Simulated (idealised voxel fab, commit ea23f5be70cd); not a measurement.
process module | voxel tone inversion
cross-section cut | 210 nm wide | cells 5 nm
A cross-section is a grid of square cells, given in bands from the top down. A band is one or more rows of cells.
Each band's line starts with the height of the band's top and of its bottom, in nm. Then come its materials from left to right, each with its width in nm. One material with "throughout" fills the band from edge to edge. "air" is empty space.
Height 0 is the level under which the wafer as received is all one material. The lowest band goes on downwards, as in "0 down".
A width such as "30 to 40" changes by the same amount from each row of cells to the next, from the band's top row to its bottom row.
"no change" after a step means that no cell of the cross-section changed.
closed voids: empty space of 8 cells or more with no open way to the top, each as width x height at its distance from the left edge, in nm
after a step's settings: what the simulator itself notes on the step
overlay nm, on a step with a mask: how far to the right of its planned place the mask lay; to the left if negative
plan
1 op RECEIVE | material Si
2 op CONFORMAL_DEP | material SiCN | thk nm 10
3 op DIRECTIONAL_DEP | material aC | thk nm 15
4 op PATTERN | tone cover | mask id POSTS | material resist | width nm 15 | pitch nm 30 | thk nm 25 | overlay nm 0
5 op DIRECTIONAL_ETCH | etch materials aC | depth nm 15
6 op STRIP | etch materials resist
7 op FILL_DEP | material lowk | thk nm 10
8 op CMP | height nm 25
9 op STRIP | etch materials aC
as received, after step 1
  0 down: Si throughout
  closed voids: none
a wafer at the end: this start, this plan, one mistake
  25 to 15: lowk throughout
  15 to 10: lowk 80 | aC 15 | lowk 15 | aC 15 | lowk 85
  10 to 0: SiCN throughout
  0 down: Si throughout
  closed voids: none
what went wrong: step 3 ran as: op DIRECTIONAL_DEP | material aC | thk nm 5
